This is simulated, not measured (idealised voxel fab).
Process module heading - voxel wiring stack
This is section cut - it's 140 nm across, gridded in 5 nm square cells.
Think of the cross-section as a grid of square cells. We describe it in bands, top to bottom, and each band covers one or more rows of those cells. This entry defines a band. It first specifies the height of the band's top and the height of its bottom in nm, and then specifies the band's materials from left to right, stating each material with its width in nm. The word "edge to edge" identifies a single material that fills the band from edge to edge, while the word "blank" identifies empty space. Zero point of the height axis is 0; under it, received wafer = one material. Lowest band: continues down indefinitely, "0 down". The width entry "30 to 40" should be interpreted row by row: the top row of cells in the band takes the first number, the bottom row takes the second number, and the change between adjacent rows is uniform throughout. When a step is marked "all unchanged", none of the cells in the cross-section changed during that step. Closed-off voids of 8+ cells (no open route to the top) go in "Closed void roster", written width x height at distance from the left edge, in nm. That trailing text on a step's line, after the settings, is the simulator's own remark on the step. overlay nm: for a step with a mask, the amount by which the mask lay right of where it was planned; a negative amount means left of it.
-- plan
1. RECEIVE [material Si]
2. CONFORMAL_DEP [material SiO2] [thk nm 10]
3. DIRECTIONAL_DEP [material TiN] [thk nm 5]
4. DIRECTIONAL_DEP [material W] [thk nm 25]
5. MASKED_ETCH [tone cover] [mask id METAL_1] [width nm 25] [pitch nm 45] [etch materials W] [depth nm 25] [overlay nm 0]
6. MASKED_ETCH [tone cover] [mask id METAL_1] [width nm 25] [pitch nm 45] [etch materials TiN] [depth nm 5] [overlay nm 0]
7. FILL_DEP [material SiO2] [thk nm 5]
8. CMP [height nm 40]
9. CONFORMAL_DEP [material SiCN] [thk nm 5]
10. DIRECTIONAL_DEP [material SiO2] [thk nm 30]
11. PATTERN [tone open] [mask id METAL_2_HOLES] [material resist] [width nm 15] [pitch nm 45] [thk nm 20] [overlay nm 0]
12. DIRECTIONAL_ETCH [etch materials SiO2] [depth nm 30]
13. STRIP [etch materials resist]
14. MASKED_ETCH [tone open] [mask id METAL_2] [width nm 25] [pitch nm 45] [etch materials SiO2] [depth nm 20] [overlay nm 0]
15. MASKED_ETCH [tone open] [mask id METAL_2] [width nm 25] [pitch nm 45] [etch materials SiCN] [depth nm 5] [overlay nm 0]
16. CONFORMAL_DEP [material TiN] [thk nm 5]
17. FILL_DEP [material Cu] [thk nm 10]
18. CMP [height nm 75]
19. CONFORMAL_DEP [material SiCN] [thk nm 5]
20. DIRECTIONAL_DEP [material lowk] [thk nm 10]
21. MASKED_ETCH [tone open] [mask id PLUG_2] [width nm 15] [pitch nm 45] [etch materials lowk] [depth nm 10] [overlay nm 0]
22. MASKED_ETCH [tone open] [mask id PLUG_2] [width nm 15] [pitch nm 45] [etch materials SiCN] [depth nm 5] [overlay nm 0]
23. EPI [material Ru] [thk nm 10]
24. EPI [material Ru] [thk nm 5]
25. DIRECTIONAL_DEP [material TiN] [thk nm 5]
26. DIRECTIONAL_DEP [material W] [thk nm 15]
27. DIRECTIONAL_DEP [material aC] [thk nm 15]
28. PATTERN [tone cover] [mask id METAL_3] [material resist] [width nm 25] [pitch nm 45] [thk nm 30] [overlay nm 0]
29. DIRECTIONAL_ETCH [etch materials aC] [depth nm 15]
30. STRIP [etch materials resist]
31. DIRECTIONAL_ETCH [etch materials W] [depth nm 15]
32. DIRECTIONAL_ETCH [etch materials TiN] [depth nm 5]
33. STRIP [etch materials aC]
34. CONFORMAL_DEP [material SiN] [thk nm 5]
35. FILL_DEP [material SiO2] [thk nm 5]
36. CMP [height nm 110]
37. CONFORMAL_DEP [material SiCN] [thk nm 5]
-- This is the cross-section of the wafer as we received it, i.e. after step 1
> 0 down: Si edge to edge
> Closed void roster: none
-- Module complete, cross-section. Starting point and plan per above. One mistake made in running the module
> 115 to 110: SiCN edge to edge
> 110 to 95: Cu edge to edge
> 95 to 90: TiN edge to edge
> 90 to 80: lowk 35 nm / Ru 15 nm / lowk 30 nm / Ru 15 nm / lowk 45 nm
> 80 to 75: SiCN 35 nm / Ru 15 nm / SiCN 30 nm / Ru 15 nm / SiCN 45 nm
> 75 to 60: SiO2 35 nm / TiN 5 nm / Cu 15 nm / TiN 5 nm / SiO2 20 nm / TiN 5 nm / Cu 15 nm / TiN 5 nm / SiO2 35 nm
> 60 to 55: SiO2 35 nm / TiN 5 nm / Cu 5 nm / TiN 15 nm / SiO2 20 nm / TiN 5 nm / Cu 5 nm / TiN 15 nm / SiO2 35 nm
> 55 to 45: SiO2 35 nm / TiN 5 nm / Cu 5 nm / TiN 5 nm / SiO2 30 nm / TiN 5 nm / Cu 5 nm / TiN 5 nm / SiO2 45 nm
> 45 to 40: SiCN 35 nm / TiN 15 nm / SiCN 30 nm / TiN 15 nm / SiCN 45 nm
> 40 to 15: SiO2 35 nm / W 25 nm / SiO2 20 nm / W 25 nm / SiO2 35 nm
> 15 to 10: SiO2 35 nm / TiN 25 nm / SiO2 20 nm / TiN 25 nm / SiO2 35 nm
> 10 to 0: SiO2 edge to edge
> 0 down: Si edge to edge
> Closed void roster: none
Short version of what went wrong: it should be noted that step 26 was executed with settings other than those planned, the operation and settings actually applied being DIRECTIONAL_DEP [material Cu] [thk nm 15]
